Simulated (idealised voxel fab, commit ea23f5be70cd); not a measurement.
Process module in this document: voxel capacitor over wiring
Xsec cut, 170 nm wide, square cell size 5 nm.
If you're reading a cross-section in this doc, picture square cells in a grid; it comes to you as bands, top ones listed first down to the bottom, and a band can be one or more rows of cells.
First you get the band's top height and its bottom height, in nm, and then the materials it's made of, left to right, with each width in nm. If you see a single material with "edge to edge", that one covers the band edge to edge. "empty" is empty space.
Height reference: 0 = level under which incoming wafer is all one material. Lowest band: no bottom, runs on downward, e.g. "z 0 and below".
When a width is written as two numbers, as in "30->40", the first number is the width in the top row of cells of the band and the second is the width in its bottom row, and the width changes by the same amount from each row to the next.
It should be understood that the words "nothing changed", when stated for a given step, signify that the cross-section underwent no change in any of its cells during that step.
In "Cavities, closed" the enclosed voids are listed, meaning empty spaces of 8 cells or larger without any opening to the top. The form is width x height at distance, distance from the left edge, units nm.
Read whatever lies past the settings on a step's line as the simulator's own remark about the step.
The setting "overlay nm" may be written on the line of a step. When the step uses a mask, the value reports how far to the right of the planned place the mask lay, and a negative value reports that it lay to the left.
Steps planned for the process
1) RECEIVE [material Si]
2) CONFORMAL_DEP [material SiO2] [thk nm 15]
3) DIRECTIONAL_DEP [material TiN] [thk nm 5]
4) DIRECTIONAL_DEP [material W] [thk nm 20]
5) PATTERN [tone cover] [mask id METAL_1] [material resist] [width nm 20] [pitch nm 75] [thk nm 15] [overlay nm 0]
6) DIRECTIONAL_ETCH [etch materials W] [depth nm 20]
7) DIRECTIONAL_ETCH [etch materials TiN] [depth nm 5]
8) STRIP [etch materials resist]
9) CONFORMAL_DEP [material SiCN] [thk nm 5]
10) FILL_DEP [material lowk] [thk nm 10]
11) CMP [height nm 40]
12) CONFORMAL_DEP [material SiCN] [thk nm 5]
13) DIRECTIONAL_DEP [material lowk] [thk nm 20]
14) MASKED_ETCH [tone open] [mask id PLUG_1] [width nm 15] [etch materials lowk] [depth nm 20] [overlay nm 0]
15) MASKED_ETCH [tone open] [mask id PLUG_1] [width nm 15] [etch materials SiCN] [depth nm 5] [overlay nm 0]
16) EPI [material Ru] [thk nm 10]
17) EPI [material Ru] [thk nm 10]
18) EPI [material Ru] [thk nm 5]
19) DIRECTIONAL_DEP [material TiN] [thk nm 10]
20) DIRECTIONAL_DEP [material SiN] [thk nm 5]
21) DIRECTIONAL_DEP [material TiN] [thk nm 5]
22) DIRECTIONAL_DEP [material aC] [thk nm 15]
23) PATTERN [tone cover] [mask id UPPER_PLATE] [material resist] [width nm 60] [thk nm 30] [overlay nm 0]
24) DIRECTIONAL_ETCH [etch materials aC] [depth nm 15]
25) STRIP [etch materials resist]
26) DIRECTIONAL_ETCH [etch materials TiN] [depth nm 5]
27) DIRECTIONAL_ETCH [etch materials SiN] [depth nm 5]
28) STRIP [etch materials aC]
29) DIRECTIONAL_DEP [material aC] [thk nm 15]
30) PATTERN [tone cover] [mask id LOWER_PLATE] [material resist] [width nm 70] [thk nm 30] [overlay nm 0]
31) DIRECTIONAL_ETCH [etch materials aC] [depth nm 15]
32) STRIP [etch materials resist]
33) DIRECTIONAL_ETCH [etch materials TiN] [depth nm 10]
34) STRIP [etch materials aC]
35) FILL_DEP [material SiO2] [thk nm 20]
36) CMP [height nm 100]
37) MASKED_ETCH [tone open] [mask id PLUG_2] [width nm 15] [etch materials SiO2] [depth nm 15] [overlay nm 0]
38) CONFORMAL_DEP [material TiN] [thk nm 5]
39) FILL_DEP [material W] [thk nm 5]
40) CMP [height nm 100]
41) CONFORMAL_DEP [material SiCN] [thk nm 5]
Cross-section of the wafer at receipt, which is the condition after step 1
    z 0 and below = Si edge to edge
    Cavities, closed: none
Post-module cross-section: identical start and plan to those above, one misstep in execution
    z 100 to 95 = SiCN edge to edge
    z 95 to 90 = SiO2=50 | TiN=5 | W=5 | TiN=5 | SiO2=105
    z 90 to 80 = SiO2=50->40 | TiN=15->60 | SiO2=105->70
    z 80 to 75 = SiO2=40 | SiN=60 | SiO2=70
    z 75 to 65 = SiO2=35 | TiN=70 | SiO2=65
    z 65 to 45 = lowk=40 | Ru=15 | lowk=115
    z 45 to 40 = SiCN=40 | Ru=15 | SiCN=115
    z 40 to 20 = lowk=30 | SiCN=5 | W=20 | SiCN=5 | lowk=45 | SiCN=5 | W=20 | SiCN=5 | lowk=35
    z 20 to 15 = SiCN=35 | TiN=20 | SiCN=55 | TiN=20 | SiCN=40
    z 15 to 0 = SiO2 edge to edge
    z 0 and below = Si edge to edge
    Cavities, closed: none
Here's what went sideways: step 40 went in with a setting other than planned; the actual run was CMP [height nm 95]
